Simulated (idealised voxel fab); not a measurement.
Module name: voxel lift off (process module)
In the cross-section labelled cut, the width is 180 nm and each square cell is 5 nm.
Throughout this document, each cross-section is represented as a grid of square cells and is presented as a sequence of bands enumerated from the top downward, where a band comprises one or more rows of cells.
For a band, the entry starts with two heights in nm, that of the top and then that of the bottom, and carries on with the band's materials in order from left to right, each alongside its width in nm; the word "edge to edge" beside a single material means it fills the band edge to edge, and "empty" means empty space.
All heights in this document are referenced to 0, defined as the level beneath which the wafer, as received, consists entirely of one material. The lowest band is not bounded below; it extends indefinitely downward and is written in the form "top 0, no bottom".
A width given as "30..40" starts at the first number in the band's top row and ends at the second number in its bottom row, shifting by an equal amount at every step from row to row.
You'll sometimes find "all unchanged" written for a step, and that's the way of saying that nowhere in the cross-section did a cell change during that step.
Any empty space of 8 cells or more lacking an open way to the top shows up in "Sealed void inventory" as width x height at distance, distance from the left edge, in nm.
Note: text after step settings on the step line = simulator remark on that step.
Each step line may optionally specify "overlay nm", which for a step with a mask gives the rightward distance between the mask's planned place and where it lay, a negative value indicating the leftward direction.
## Here's what the planned process steps look like
step 1: RECEIVE | material Si
step 2: CONFORMAL_DEP | material SiN | thk nm 5
step 3: PATTERN | tone open | mask id LINES | material resist | width nm 30 | pitch nm 45 | thk nm 20 | overlay nm 0
step 4: DIRECTIONAL_DEP | material Ru | thk nm 10
step 5: STRIP | etch materials resist
step 6: CONFORMAL_DEP | material SiCN | thk nm 5
## First of two wafers: run as planned
## Step 1 complete: cross-section of the wafer as received
> top 0, no bottom | Si edge to edge
> Sealed void inventory: none
## The following cross-section depicts the wafer upon completion of step 2
> top 5, bottom 0 | SiN edge to edge
> below 0: unchanged
## The following cross-section depicts the wafer upon completion of step 3
> top 25, bottom 5 | 30 resist, 30 empty, 15 resist, 30 empty, 15 resist, 30 empty, 30 resist
> below 5: unchanged
## The following cross-section depicts the wafer upon completion of step 4
> top 35, bottom 25 | 30 Ru, 30 empty, 15 Ru, 30 empty, 15 Ru, 30 empty, 30 Ru
> top 25, bottom 15 | 30 resist, 30 empty, 15 resist, 30 empty, 15 resist, 30 empty, 30 resist
> top 15, bottom 5 | 30 resist, 30 Ru, 15 resist, 30 Ru, 15 resist, 30 Ru, 30 resist
> below 5: unchanged
## The following cross-section depicts the wafer upon completion of step 5
> top 15, bottom 5 | 30 empty, 30 Ru, 15 empty, 30 Ru, 15 empty, 30 Ru, 30 empty
> below 5: unchanged
## The following cross-section depicts the wafer upon completion of step 6
> top 20, bottom 15 | 25 empty, 40 SiCN, 5 empty, 40 SiCN, 5 empty, 40 SiCN, 25 empty
> top 15, bottom 10 | 25 empty, 5 SiCN, 30 Ru, 5 SiCN, 5 empty, 5 SiCN, 30 Ru, 5 SiCN, 5 empty, 5 SiCN, 30 Ru, 5 SiCN, 25 empty
> top 10, bottom 5 | 30 SiCN, 30 Ru, 15 SiCN, 30 Ru, 15 SiCN, 30 Ru, 30 SiCN
> below 5: unchanged
## What follows concerns the second wafer, which started out like the first and was meant to follow the very same plan; one mistake crept in when it was run, but everything up to and including step 5 is the same as for the first wafer
## Second wafer, section view, time point: scheduled end of step 6
> top 30, bottom 20 | 15 empty, 150 SiCN, 15 empty
> top 20, bottom 15 | SiCN edge to edge
> top 15, bottom 5 | 30 SiCN, 30 Ru, 15 SiCN, 30 Ru, 15 SiCN, 30 Ru, 30 SiCN
> below 5: unchanged
Misprocessing identified: step 6 ran differently from the plan; actual operation with settings: CONFORMAL_DEP | material SiCN | thk nm 15
It is noted that, at the conclusion of processing, the second wafer exhibits a higher or lower cell count for certain materials relative to the first: 84 more of SiCN
